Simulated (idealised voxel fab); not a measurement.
process module | voxel gate over fins
cross-section cut | 165 nm wide | cells 5 nm
A cross-section is a grid of square cells, given in bands from the top down. A band is one or more rows of cells.
Each band's line starts with the height of the band's top and of its bottom, in nm. Then come its materials from left to right, each with its width in nm. One material with "throughout" fills the band from edge to edge. "air" is empty space.
Height 0 is the level under which the wafer as received is all one material. The lowest band goes on downwards, as in "0 down".
A width such as "30 to 40" changes by the same amount from each row of cells to the next, from the band's top row to its bottom row.
"no change" after a step means that no cell of the cross-section changed.
closed voids: empty space of 8 cells or more with no open way to the top, each as width x height at its distance from the left edge, in nm
after a step's settings: what the simulator itself notes on the step
overlay nm, on a step with a mask: how far to the right of its planned place the mask lay; to the left if negative
plan
1 op RECEIVE | material Si
2 op CONFORMAL_DEP | material SiN | thk nm 10
3 op MASKED_ETCH | tone cover | mask id FINS | width nm 15 | pitch nm 55 | etch materials SiN | depth nm 10 | overlay nm 0
4 op MASKED_ETCH | tone cover | mask id FINS | width nm 15 | pitch nm 55 | etch materials Si | depth nm 30 | overlay nm 0
5 op OXIDIZE | depth nm 5
6 op FILL_DEP | material SiO2 | thk nm 5
7 op CMP | height nm 10
8 op DIRECTIONAL_DEP | material aC | thk nm 10
9 op PATTERN | tone open | mask id RAIL | material resist | width nm 15 | thk nm 30 | overlay nm 0
10 op DIRECTIONAL_ETCH | etch materials aC | depth nm 10
11 op STRIP | etch materials resist
12 op DIRECTIONAL_ETCH | etch materials SiO2 | depth nm 35
13 op STRIP | etch materials aC
14 op CONFORMAL_DEP | material TiN | thk nm 5
15 op FILL_DEP | material W | thk nm 5
16 op CMP | height nm 10
17 op SELECTIVE_ETCH | etch materials W Ru TiN | depth nm 30
18 op FILL_DEP | material SiO2 | thk nm 5
19 op CMP | height nm 10
20 op SELECTIVE_ETCH | etch materials SiO2 | depth nm 20
21 op STRIP | etch materials SiN
22 op CONFORMAL_DEP | material HfO2 | thk nm 5
23 op CONFORMAL_DEP | material TiN | thk nm 5
24 op CONFORMAL_DEP | material TiAl | thk nm 5
25 op CONFORMAL_DEP | material TiN | thk nm 5
26 op FILL_DEP | material W | thk nm 10
27 op CMP | height nm 25
28 op CONFORMAL_DEP | material SiN | thk nm 10
as received, after step 1
  0 down: Si throughout
  closed voids: none
a wafer at the end: this start, this plan, one mistake
  35 to 25: SiN throughout
  25 to 20: W throughout
  20 to 15: W 30 | TiN 45 | W 10 | TiN 45 | W 35
  15 to 10: W 30 | TiN 5 | TiAl 35 | TiN 5 | W 10 | TiN 5 | TiAl 35 | TiN 5 | W 35
  10 to 5: TiN 35 | TiAl 5 | TiN 25 | TiAl 5 | TiN 20 | TiAl 5 | TiN 25 | TiAl 5 | TiN 40
  5 to 0: TiAl 40 | TiN 5 | HfO2 15 | TiN 5 | TiAl 30 | TiN 5 | HfO2 15 | TiN 5 | TiAl 45
  0 to -5: TiN 45 | HfO2 5 | Si 5 | HfO2 5 | TiN 40 | HfO2 5 | Si 5 | HfO2 5 | TiN 50
  -5 to -10: HfO2 50 | Si 5 | HfO2 50 | Si 5 | HfO2 55
  -10 to -20: SiO2 50 | Si 5 | SiO2 50 | Si 5 | SiO2 55
  -20 to -25: SiO2 50 | Si 5 | SiO2 15 | TiN 15 | SiO2 20 | Si 5 | SiO2 55
  -25 down: Si throughout
  closed voids: none
what went wrong: step 4 ran as: op MASKED_ETCH | tone cover | mask id FINS | width nm 15 | pitch nm 55 | etch materials Si | depth nm 20 | overlay nm 0
